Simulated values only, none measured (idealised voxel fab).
Title: Process Module voxel air gaps
It is cross-section cut that appears here, measuring 140 nm in width, its square cells being 5 nm in size.
Think of the cross-section as a grid of square cells. We describe it in bands, top to bottom, and each band covers one or more rows of those cells. Basically the band line says how high the top is and how high the bottom is, in nm, and then what's in it from left to right, every material with its width in nm. Empty space shows up as "blank", and if a single material carries "everywhere" it runs the full band edge to edge. Below 0: as-received wafer, all one material; heights counted from there. Lowest band: no bottom, goes on down, written "0 -> down". The expression "30->40" gives the width at the extremes of the band, the first number at its top row of cells and the second at its bottom row, with the width changing by equal amounts from each row to the next in between. Where a step carries "no modification", the cross-section came out of it unchanged, cell for cell. "Enclosed voids" specifies each empty space that is not open to the top and that occupies no fewer than 8 cells, using the form width x height at distance, the distance measured from the left edge and all three quantities in nm. after a step's settings: what the simulator itself notes on the step. overlay nm, on a step with a mask: how far to the right of its planned place the mask lay; to the left if negative.
So here's the lineup of process steps we planned:
1,RECEIVE (material Si)
2,CONFORMAL_DEP (material SiO2; thk nm 15)
3,CONFORMAL_DEP (material SiN; thk nm 5)
4,DIRECTIONAL_DEP (material SiO2; thk nm 40)
5,DIRECTIONAL_DEP (material aC; thk nm 10)
6,PATTERN (tone open; mask id LINES; material resist; width nm 15; pitch nm 40; thk nm 25; overlay nm 0)
7,DIRECTIONAL_ETCH (etch materials aC; depth nm 10)
8,STRIP (etch materials resist)
9,DIRECTIONAL_ETCH (etch materials SiO2; depth nm 40)
10,STRIP (etch materials aC)
11,CONFORMAL_DEP (material TiN; thk nm 5)
12,FILL_DEP (material Ru; thk nm 5)
13,CMP (height nm 60)
14,EPI (material Ru; thk nm 10)
15,SELECTIVE_ETCH (etch materials SiO2; depth nm 50)
16,CONFORMAL_DEP (material SiCN; thk nm 5)
Wafer cross-section on receipt, i.e. after step 1:
  0 -> down = Si everywhere
  Enclosed voids: none
Starting wafer: above. Plan: above. Run: one mistake. Cross-section after the module: below:
  75 -> 70 = SiCN everywhere
  70 -> 60 = Ru everywhere
  60 -> 55 = TiN=25  Ru=5  TiN=35  Ru=5  TiN=35  Ru=5  TiN=30
  55 -> 20 = SiO2=20  TiN=5  Ru=5  TiN=5  SiO2=25  TiN=5  Ru=5  TiN=5  SiO2=25  TiN=5  Ru=5  TiN=5  SiO2=25
  20 -> 15 = SiO2=20  TiN=15  SiO2=25  TiN=15  SiO2=25  TiN=15  SiO2=25
  15 -> 0 = SiO2 everywhere
  0 -> down = Si everywhere
  Enclosed voids: none
what went wrong: step 3 in the plan did not get run; it was skipped
